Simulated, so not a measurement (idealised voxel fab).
The process module presented herein is designated voxel released beams.
Section shown: cut. Width: 150 nm. Cell size: 5 nm, square.
If you're reading a cross-section in this doc, picture square cells in a grid; it comes to you as bands, top ones listed first down to the bottom, and a band can be one or more rows of cells.
Heads up on the band format: heights come first, top then bottom, in nm. After that it's the materials left to right, each with its width in nm. A single material flagged "edge to edge" fills the whole band edge to edge, and "blank" means there's empty space there.
Measure heights from 0. That's the level where, below it, the as-received wafer is all one material. The lowest band is bottomless and extends downward; write it as in "top 0, no bottom".
Think of "30 to 40" as a width that walks from the first number to the second as you go down the band, top row to bottom row, taking equal-sized steps from row to row.
Basically "no change occurred" means that step didn't change any cell in the cross-section.
"Enclosed void catalog": sealed empty spaces, 8 cells or more, no open way to top, listed width x height at distance, with distance from the left edge and width, height and distance in nm.
On a step's line, text after the settings is the simulator commenting on that step.
"overlay nm" answers the question of how far to the right of plan the mask lay on a step that has a mask, and when it is negative the answer is to the left.

LISTED BELOW ARE THE PROCESS STEPS AS PLANNED
1. RECEIVE, material Si
2. CONFORMAL_DEP, material Al2O3, thk nm 5
3. DIRECTIONAL_DEP, material SiO2, thk nm 10
4. PATTERN, tone open, mask id ANCHOR, material resist, width nm 25, thk nm 20, overlay nm 0
5. DIRECTIONAL_ETCH, etch materials SiO2, depth nm 10
6. STRIP, etch materials resist
7. CONFORMAL_DEP, material SiN, thk nm 10
8. PATTERN, tone cover, mask id BEAM, material resist, width nm 110, thk nm 15, overlay nm 0
9. DIRECTIONAL_ETCH, etch materials SiN, depth nm 10
10. STRIP, etch materials resist
11. STRIP, etch materials SiO2

CROSS-SECTION OF THE WAFER AT RECEIPT, WHICH IS THE CONDITION AFTER STEP 1
	top 0, no bottom: Si edge to edge
	Enclosed void catalog: none

RESULT OF THE MODULE, CROSS-SECTIONED: START PER ABOVE, PLAN PER ABOVE, ONE ERROR IN HOW IT WAS RUN
	top 25, bottom 15: 15 nm blank  15 nm SiN  5 nm blank  95 nm SiN  20 nm blank
	top 15, bottom 5: 20 nm blank  25 nm SiN  105 nm blank
	top 5, bottom 0: Al2O3 edge to edge
	top 0, no bottom: Si edge to edge
	Enclosed void catalog: none
So what did we get wrong on this run? step 8 did not happen as planned, as run it was PATTERN, tone cover, mask id BEAM, material resist, width nm 115, thk nm 15, overlay nm 0
